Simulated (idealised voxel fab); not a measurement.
The process module that follows is named voxel self aligned vias.
This is section cut - it's 225 nm across, gridded in 5 nm square cells.
Format of a cross-section: grid, square cells. Given as bands. Order: top down. Band: one or more rows of cells. Look at the band entry: it leads with the top's height and the bottom's height in nm. Then it lists the materials left to right, with a width in nm for each. The word "all across" on a single material says that material fills the band edge to edge. The word "blank" is empty space. Heights from 0 (as-received wafer is one material below). Bottom band endless downward, as "z 0 and below". The notation "30..40" denotes a width that varies across the rows of cells in the band, beginning at the first number in the top row, finishing at the second number in the bottom row, and changing by an identical amount from each row to the next. For the purposes of this document, the phrase "nothing was modified" attached to a step denotes that no cell within the cross-section was modified by that step. Under "Unvented voids" you'll find the enclosed gaps, the ones with no way out to the top, that are 8 cells or bigger; each reads width x height at distance, with distance counted from the left edge, everything in nm. On each step's line, the part that comes after the settings is the simulator's own comment on the step. When a step includes a mask, the "overlay nm" setting on its line states how far to the right of its planned place that mask lay, and negative values state how far to the left.
-- Process steps (planned)
| 1 | RECEIVE, material Si |
| 2 | CONFORMAL_DEP, material SiO2, thk nm 15 |
| 3 | CONFORMAL_DEP, material SiCN, thk nm 5 |
| 4 | DIRECTIONAL_DEP, material SiO2, thk nm 20 |
| 5 | MASKED_ETCH, tone open, mask id LINES, width nm 25, pitch nm 75, etch materials SiO2, depth nm 20, overlay nm 0 |
| 6 | CONFORMAL_DEP, material TiN, thk nm 5 |
| 7 | FILL_DEP, material W, thk nm 10 |
| 8 | CMP, height nm 40 |
| 9 | SELECTIVE_ETCH, etch materials W Ru TiN, depth nm 5 |
| 10 | FILL_DEP, material SiN, thk nm 10 |
| 11 | CMP, height nm 40 |
| 12 | DIRECTIONAL_DEP, material SiO2, thk nm 15 |
| 13 | DIRECTIONAL_DEP, material aC, thk nm 10 |
| 14 | PATTERN, tone open, mask id VIAS, material resist, width nm 45, pitch nm 75, thk nm 30, overlay nm 0 |
| 15 | DIRECTIONAL_ETCH, etch materials aC, depth nm 10 |
| 16 | STRIP, etch materials resist |
| 17 | DIRECTIONAL_ETCH, etch materials SiO2, depth nm 15 |
| 18 | DIRECTIONAL_ETCH, etch materials SiN, depth nm 5 |
| 19 | STRIP, etch materials aC |
| 20 | CONFORMAL_DEP, material TiN, thk nm 5 |
| 21 | FILL_DEP, material Cu, thk nm 10 |
| 22 | CMP, height nm 55 |
| 23 | CONFORMAL_DEP, material SiN, thk nm 5 |
-- as received, after step 1
> z 0 and below: Si all across
> Unvented voids: none
-- First wafer of two, sectioned at end of module; run went per plan
> z 60 to 55: SiN all across
> z 55 to 45: 50 of SiO2 | 5 of TiN | 35 of Cu | 5 of TiN | 30 of SiO2 | 5 of TiN | 35 of Cu | 5 of TiN | 55 of SiO2
> z 45 to 40: 50 of SiO2 | 15 of TiN | 15 of Cu | 15 of TiN | 30 of SiO2 | 15 of TiN | 15 of Cu | 15 of TiN | 55 of SiO2
> z 40 to 35: 60 of SiO2 | 25 of TiN | 50 of SiO2 | 25 of TiN | 65 of SiO2
> z 35 to 25: 60 of SiO2 | 5 of TiN | 15 of W | 5 of TiN | 50 of SiO2 | 5 of TiN | 15 of W | 5 of TiN | 65 of SiO2
> z 25 to 20: 60 of SiO2 | 25 of TiN | 50 of SiO2 | 25 of TiN | 65 of SiO2
> z 20 to 15: SiCN all across
> z 15 to 0: SiO2 all across
> z 0 and below: Si all across
> Unvented voids: none
-- Cross-section at end of module for the second wafer of two, which matched the first in starting point and plan and differed by one mistake in its processing
> z 60 to 55: SiN all across
> z 55 to 45: 50 of SiO2 | 5 of W | 35 of Cu | 5 of W | 30 of SiO2 | 5 of W | 35 of Cu | 5 of W | 55 of SiO2
> z 45 to 40: 50 of SiO2 | 15 of W | 15 of Cu | 15 of W | 30 of SiO2 | 15 of W | 15 of Cu | 15 of W | 55 of SiO2
> z 40 to 35: 60 of SiO2 | 25 of W | 50 of SiO2 | 25 of W | 65 of SiO2
> z 35 to 25: 60 of SiO2 | 5 of TiN | 15 of W | 5 of TiN | 50 of SiO2 | 5 of TiN | 15 of W | 5 of TiN | 65 of SiO2
> z 25 to 20: 60 of SiO2 | 25 of TiN | 50 of SiO2 | 25 of TiN | 65 of SiO2
> z 20 to 15: SiCN all across
> z 15 to 0: SiO2 all across
> z 0 and below: Si all across
> Unvented voids: none
Nonconformance to the process plan: it should be noted that step 20 was executed with settings other than those planned, the operation and settings actually applied being CONFORMAL_DEP, material W, thk nm 5
The second wafer ends with more or fewer cells of some materials than the first, per final count: -30 TiN; +30 W
